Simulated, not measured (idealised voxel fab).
Documented hereafter: the process module known as voxel released beams.
Pictured: cross-section cut, 290 nm wide, on a grid of 5 nm square cells.
For the purposes of this document, a cross-section shall be understood as a grid of square cells, specified as bands listed in top-to-bottom order, each band consisting of one or more rows of cells. Heads up on the band format: heights come first, top then bottom, in nm. After that it's the materials left to right, each with its width in nm. A single material flagged "all across" fills the whole band edge to edge, and "air" means there's empty space there. Note: height 0 marks the level under which the wafer is uniformly one material as received. Lowest band unbounded below, written "0..down". The expression "30..40" gives the width at the extremes of the band, the first number at its top row of cells and the second at its bottom row, with the width changing by equal amounts from each row to the next in between. When a step is marked "nothing was modified", none of the cells in the cross-section changed during that step. "Closed void list": sealed empty spaces, 8 cells or more, no open way to top, listed width x height at distance, with distance from the left edge and width, height and distance in nm. Heads up: the bit after the settings on a step's line is the simulator's remark on that step. Steps that use a mask can have "overlay nm" on their line. It says how far the mask sat to the right of where it was meant to be. Negative means to the left.

## Process steps foreseen in the plan
- 1: RECEIVE with material Si
- 2: CONFORMAL_DEP with material SiN, thk nm 10
- 3: DIRECTIONAL_DEP with material SiO2, thk nm 10
- 4: PATTERN with tone open, mask id ANCHOR, material resist, width nm 45, thk nm 15, overlay nm -15
- 5: DIRECTIONAL_ETCH with etch materials SiO2, depth nm 10
- 6: STRIP with etch materials resist
- 7: CONFORMAL_DEP with material polySi, thk nm 15
- 8: MASKED_ETCH with tone cover, mask id BEAM, width nm 105, etch materials polySi, depth nm 15, overlay nm 0
- 9: STRIP with etch materials SiO2
The overlay nm used in step 4 is not the same on every wafer, whereas the starting condition is; the value printed in the plan is the first wafer's.

## Cross-sectional view of the first of several wafers in the as-received condition, corresponding to the state following step 1
	0..down = Si all across
	Closed void list: none

## Below: a row per wafer. Contents at end of module: for every material, cells gained since receipt (+) or lost since receipt (-); then closed voids
overlay nm -15 | +116 SiN | +75 polySi | Closed void list: none
overlay nm -10 | +116 SiN | +75 polySi | Closed void list: none
overlay nm -5 | +116 SiN | +75 polySi | Closed void list: none
overlay nm 0 | +116 SiN | +75 polySi | Closed void list: none
overlay nm 5 | +116 SiN | +75 polySi | Closed void list: none
overlay nm 10 | +116 SiN | +75 polySi | Closed void list: none
overlay nm 15 | +116 SiN | +75 polySi | Closed void list: none
